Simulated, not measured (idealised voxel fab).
A process module follows: voxel gate over fins.
Cross-sectional view cut (width: 155 nm; square cell size: 5 nm).
Cross-section, as written here: a square-cell grid given band by band from the top down, where a band holds one or more rows of cells. Per band: top height and bottom height in nm, followed by the left-to-right materials and their widths in nm; "all across" marks a single material spanning edge to edge, "air" marks empty space. The level at which height equals 0 is the one under which the wafer, as it arrives, is entirely one material. No lower edge exists for the bottom band, which continues downward and is notated as in "0 nm and below". Graded width ("30->40"): value in top row of band = first number; value in bottom row = second number; row-to-row change constant. Where a step carries "nothing changed", the cross-section came out of it unchanged, cell for cell. Heads up: "Fully enclosed voids" only lists the empty pockets with no open path to the top that are 8 cells or more, and it writes them as width x height at distance, distance from the left edge, in nm. after a step's settings: what the simulator itself notes on the step. overlay nm: step with mask; distance mask lay right of planned place; negative value = left of planned place.
[Steps in the process plan]
1,RECEIVE with material Si
2,CONFORMAL_DEP with material SiN, thk nm 10
3,PATTERN with tone cover, mask id FINS, material resist, width nm 15, pitch nm 55, thk nm 15, overlay nm 0
4,DIRECTIONAL_ETCH with etch materials SiN, depth nm 10
5,DIRECTIONAL_ETCH with etch materials Si, depth nm 30
6,STRIP with etch materials resist
7,FILL_DEP with material SiO2, thk nm 15
8,CMP with height nm 10
9,DIRECTIONAL_DEP with material aC, thk nm 15
10,PATTERN with tone open, mask id RAIL, material resist, width nm 15, thk nm 30, overlay nm 0
11,DIRECTIONAL_ETCH with etch materials aC, depth nm 15
12,STRIP with etch materials resist
13,DIRECTIONAL_ETCH with etch materials SiO2, depth nm 35
14,STRIP with etch materials aC
15,CONFORMAL_DEP with material TiN, thk nm 5
16,FILL_DEP with material Ru, thk nm 5
17,CMP with height nm 10
18,SELECTIVE_ETCH with etch materials W Ru TiN, depth nm 30
19,FILL_DEP with material SiO2, thk nm 5
20,CMP with height nm 10
21,SELECTIVE_ETCH with etch materials SiO2, depth nm 20
22,STRIP with etch materials SiN
23,CONFORMAL_DEP with material HfO2, thk nm 5
24,CONFORMAL_DEP with material TiN, thk nm 5
25,FILL_DEP with material W, thk nm 15
26,CMP with height nm 20
27,CONFORMAL_DEP with material SiN, thk nm 10
[Cross-section of the wafer as it came to us, i.e., already through step 1]
0 nm and below | Si all across
Fully enclosed voids: none
[One mistake in running the module, otherwise start and plan as above: cross-section at the end]
30 nm to 20 nm | SiN all across
20 nm to 5 nm | W all across
5 nm to 0 nm | W 10, TiN 25, W 30, TiN 25, W 30, TiN 25, W 10
0 nm to -5 nm | W 10, TiN 5, Si 15, TiN 5, W 30, TiN 5, Si 15, TiN 5, W 30, TiN 5, Si 15, TiN 5, W 10
-5 nm to -10 nm | TiN 15, Si 15, TiN 40, Si 15, TiN 40, Si 15, TiN 15
-10 nm to -20 nm | SiO2 15, Si 15, SiO2 40, Si 15, SiO2 40, Si 15, SiO2 15
-20 nm to -25 nm | SiO2 15, Si 15, SiO2 10, TiN 15, SiO2 15, Si 15, SiO2 40, Si 15, SiO2 15
-25 nm to -30 nm | SiO2 15, Si 15, SiO2 40, Si 15, SiO2 40, Si 15, SiO2 15
-30 nm and below | Si all across
Fully enclosed voids: none
what went wrong: step 23 of the plan got skipped, so it never ran
